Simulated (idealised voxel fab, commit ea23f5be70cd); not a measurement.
You're looking at the process module voxel spacer lines.
The width of the displayed cross-section, cut, is 185 nm; its cells are square, with a size of 5 nm.
The cross-sections in this document take the form of a grid made of square cells. They are written out as bands, in order from top to bottom. Each band consists of one or more rows of cells. Band: top height; bottom height; in nm. Then, left to right: material with width in nm, for each material. "edge to edge": a single material spanning edge to edge. "blank": empty space. The reference from which all heights are counted is 0, the level beneath which the as-received wafer is entirely one material; the lowest band, having no lower bound, proceeds downward and is written after the example "top 0, no bottom". Think of "30 to 40" as a width that walks from the first number to the second as you go down the band, top row to bottom row, taking equal-sized steps from row to row. A step reported as "no change occurred" is a step in which no cell of the cross-section changed. "Entrapped voids" - sealed voids, min. 8 cells, no opening to top; format: width x height at distance (distance from left edge; nm throughout). The remark found on a step's line after its settings is issued by the simulator itself and pertains to that step. overlay nm: for a step with a mask, the amount by which the mask lay right of where it was planned; a negative amount means left of it.

### Planned step list for the process
1: RECEIVE with material Si
2: CONFORMAL_DEP with material Al2O3, thk nm 10
3: DIRECTIONAL_DEP with material W, thk nm 10
4: DIRECTIONAL_DEP with material polySi, thk nm 25
5: PATTERN with tone cover, mask id MANDREL, material resist, width nm 15, pitch nm 50, thk nm 30, overlay nm -15
6: DIRECTIONAL_ETCH with etch materials polySi, depth nm 25
7: STRIP with etch materials resist
8: CONFORMAL_DEP with material SiO2, thk nm 10
9: DIRECTIONAL_ETCH with etch materials SiO2, depth nm 10
10: STRIP with etch materials polySi
11: DIRECTIONAL_ETCH with etch materials W, depth nm 10
12: STRIP with etch materials SiO2
13: FILL_DEP with material lowk, thk nm 10
14: CMP with height nm 20
Keep in mind the plan's value for the overlay nm of step 5 comes from the first wafer; the wafers don't share that setting, but they do share the same starting point.

### Step 1 complete: as-received cross-section of the first of several wafers
> top 0, no bottom: Si edge to edge
> Entrapped voids: none

### Cross-section of the first of several wafers once the module has run through its last step, step 14
> top 20, bottom 10: 35 lowk; 10 W; 15 lowk; 10 W; 15 lowk; 10 W; 15 lowk; 10 W; 65 lowk
> top 10, bottom 0: Al2O3 edge to edge
> top 0, no bottom: Si edge to edge
> Entrapped voids: none

### Cross-sectional view of the final wafer of several at the module's end
> top 20, bottom 10: 65 lowk; 10 W; 15 lowk; 10 W; 15 lowk; 10 W; 15 lowk; 10 W; 35 lowk
> top 10, bottom 0: Al2O3 edge to edge
> top 0, no bottom: Si edge to edge
> Entrapped voids: none

### Per wafer (row), end of module: delta in cells per material since receipt, (+) for gained, (-) for lost; closed voids after that
overlay nm -15 | +74 Al2O3 | +16 W | +58 lowk | Entrapped voids: none
overlay nm -10 | +74 Al2O3 | +16 W | +58 lowk | Entrapped voids: none
overlay nm -5 | +74 Al2O3 | +16 W | +58 lowk | Entrapped voids: none
overlay nm 0 | +74 Al2O3 | +16 W | +58 lowk | Entrapped voids: none
overlay nm 5 | +74 Al2O3 | +16 W | +58 lowk | Entrapped voids: none
overlay nm 10 | +74 Al2O3 | +16 W | +58 lowk | Entrapped voids: none
overlay nm 15 | +74 Al2O3 | +16 W | +58 lowk | Entrapped voids: none
